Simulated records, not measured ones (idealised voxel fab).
Proc. module: voxel tone inversion
Cross-section cut: width 225 nm, square cells of 5 nm.
If you're reading a cross-section in this doc, picture square cells in a grid; it comes to you as bands, top ones listed first down to the bottom, and a band can be one or more rows of cells. First you get the band's top height and its bottom height, in nm, and then the materials it's made of, left to right, with each width in nm. If you see a single material with "throughout", that one covers the band edge to edge. "air" is empty space. A quick word on heights: they are counted from 0, and under that level the wafer as it came to us is one material throughout. The lowest band is different from the rest in having no bottom; it simply continues downward, written as in "from 0 down". With a width like "30..40", each row of cells in the band differs from the next by the same amount, the top row carrying the first number and the bottom row the second. What does "no modifications" mean for a step? It means no cell of the cross-section changed in that step. Heads up: "Unvented internal voids" only lists the empty pockets with no open path to the top that are 8 cells or more, and it writes them as width x height at distance, distance from the left edge, in nm. If you see something after the settings on a step's line, that's the simulator's own remark about that step. "overlay nm" denotes, for a step that has a mask, the displacement of the mask to the right of its planned place, with negative values corresponding to the left.

The following list gives the planned process steps
1: RECEIVE,material Si
2: CONFORMAL_DEP,material SiCN,thk nm 5
3: DIRECTIONAL_DEP,material polySi,thk nm 15
4: PATTERN,tone cover,mask id POSTS,material resist,width nm 25,pitch nm 50,thk nm 20,overlay nm 0
5: DIRECTIONAL_ETCH,etch materials polySi,depth nm 15
6: STRIP,etch materials resist
7: FILL_DEP,material lowk,thk nm 10
8: CMP,height nm 20
9: STRIP,etch materials polySi

Below: the first of two wafers, run as planned

Step 1 complete: cross-section of the wafer as received
    from 0 down | Si throughout
    Unvented internal voids: none

Cross-section through the wafer, step 2 finished
    from 5 to 0 | SiCN throughout
    Note: structure below 0 unchanged.

Cross-section through the wafer, step 3 finished
    from 20 to 5 | polySi throughout
    Note: structure below 5 unchanged.

Cross-section through the wafer, step 4 finished
    from 40 to 20 | 25 of air / 25 of resist / 25 of air / 25 of resist / 25 of air / 25 of resist / 25 of air / 25 of resist / 25 of air
    Note: structure below 20 unchanged.

Cross-section through the wafer, step 5 finished
    from 40 to 20 | 25 of air / 25 of resist / 25 of air / 25 of resist / 25 of air / 25 of resist / 25 of air / 25 of resist / 25 of air
    from 20 to 5 | 25 of air / 25 of polySi / 25 of air / 25 of polySi / 25 of air / 25 of polySi / 25 of air / 25 of polySi / 25 of air
    Note: structure below 5 unchanged.

Cross-section through the wafer, step 6 finished
    from 20 to 5 | 25 of air / 25 of polySi / 25 of air / 25 of polySi / 25 of air / 25 of polySi / 25 of air / 25 of polySi / 25 of air
    Note: structure below 5 unchanged.

Cross-section through the wafer, step 7 finished
    from 30 to 20 | lowk throughout
    from 20 to 5 | 25 of lowk / 25 of polySi / 25 of lowk / 25 of polySi / 25 of lowk / 25 of polySi / 25 of lowk / 25 of polySi / 25 of lowk
    Note: structure below 5 unchanged.

Cross-section through the wafer, step 8 finished
    from 20 to 5 | 25 of lowk / 25 of polySi / 25 of lowk / 25 of polySi / 25 of lowk / 25 of polySi / 25 of lowk / 25 of polySi / 25 of lowk
    Note: structure below 5 unchanged.

Cross-section through the wafer, step 9 finished
    from 20 to 5 | 25 of lowk / 25 of air / 25 of lowk / 25 of air / 25 of lowk / 25 of air / 25 of lowk / 25 of air / 25 of lowk
    Note: structure below 5 unchanged.

Second wafer. Start and plan as for the first. One mistake made in running. Agrees with the first up to and including step 1

Cross-sectional view of the second wafer at the intended end time of process step 2: no modifications

Cross-sectional view of the second wafer at the intended end time of process step 3
    from 15 to 0 | polySi throughout
    Note: structure below 0 unchanged.

Cross-sectional view of the second wafer at the intended end time of process step 4
    from 35 to 15 | 25 of air / 25 of resist / 25 of air / 25 of resist / 25 of air / 25 of resist / 25 of air / 25 of resist / 25 of air
    Note: structure below 15 unchanged.

Cross-sectional view of the second wafer at the intended end time of process step 5
    from 35 to 15 | 25 of air / 25 of resist / 25 of air / 25 of resist / 25 of air / 25 of resist / 25 of air / 25 of resist / 25 of air
    from 15 to 0 | 25 of air / 25 of polySi / 25 of air / 25 of polySi / 25 of air / 25 of polySi / 25 of air / 25 of polySi / 25 of air
    Note: structure below 0 unchanged.

Cross-sectional view of the second wafer at the intended end time of process step 6
    from 15 to 0 | 25 of air / 25 of polySi / 25 of air / 25 of polySi / 25 of air / 25 of polySi / 25 of air / 25 of polySi / 25 of air
    Note: structure below 0 unchanged.

Cross-sectional view of the second wafer at the intended end time of process step 7
    from 25 to 15 | lowk throughout
    from 15 to 0 | 25 of lowk / 25 of polySi / 25 of lowk / 25 of polySi / 25 of lowk / 25 of polySi / 25 of lowk / 25 of polySi / 25 of lowk
    Note: structure below 0 unchanged.

Cross-sectional view of the second wafer at the intended end time of process step 8
    from 20 to 15 | lowk throughout
    Note: structure below 15 unchanged.

Cross-sectional view of the second wafer at the intended end time of process step 9: no modifications
Diagnosis: with respect to the plan, step 2 was omitted and not executed
Looking at both finished wafers in cells, the second ends up ahead of or behind the first on some materials: SiCN: 45 fewer | lowk: 45 more | polySi: 60 more
